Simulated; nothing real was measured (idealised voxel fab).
process module | voxel fin reveal
cross-section cut | 220 nm wide | cells 5 nm
A cross-section is a grid of square cells, given in bands from the top down. A band is one or more rows of cells.
Each band's line starts with the height of the band's top and of its bottom, in nm. Then come its materials from left to right, each with its width in nm. One material with "throughout" fills the band from edge to edge. "air" is empty space.
Height 0 is the level under which the wafer as received is all one material. The lowest band goes on downwards, as in "0 down".
A width such as "30 to 40" changes by the same amount from each row of cells to the next, from the band's top row to its bottom row.
"no change" after a step means that no cell of the cross-section changed.
closed voids: empty space of 8 cells or more with no open way to the top, each as width x height at its distance from the left edge, in nm
after a step's settings: what the simulator itself notes on the step
overlay nm, on a step with a mask: how far to the right of its planned place the mask lay; to the left if negative
plan
1 op RECEIVE | material Si
2 op CONFORMAL_DEP | material SiN | thk nm 10
3 op PATTERN | tone cover | mask id FINS | material resist | width nm 15 | pitch nm 35 | thk nm 20 | overlay nm 0
4 op DIRECTIONAL_ETCH | etch materials SiN | depth nm 10
5 op DIRECTIONAL_ETCH | etch materials Si | depth nm 30
6 op STRIP | etch materials resist
7 op FILL_DEP | material SiO2 | thk nm 15
8 op CMP | height nm 10
9 op SELECTIVE_ETCH | etch materials SiO2 | depth nm 25
10 op STRIP | etch materials SiN
as received, after step 1
  0 down: Si throughout
  closed voids: none
a wafer at the end: this start, this plan, one mistake
  0 to -15: air 90 | Si 15 | air 20 | Si 15 | air 80
  -15 to -30: SiO2 90 | Si 15 | SiO2 20 | Si 15 | SiO2 80
  -30 down: Si throughout
  closed voids: none
what went wrong: step 3 ran as: op PATTERN | tone cover | mask id FINS | material resist | width nm 15 | pitch nm 35 | thk nm 20 | overlay nm 5
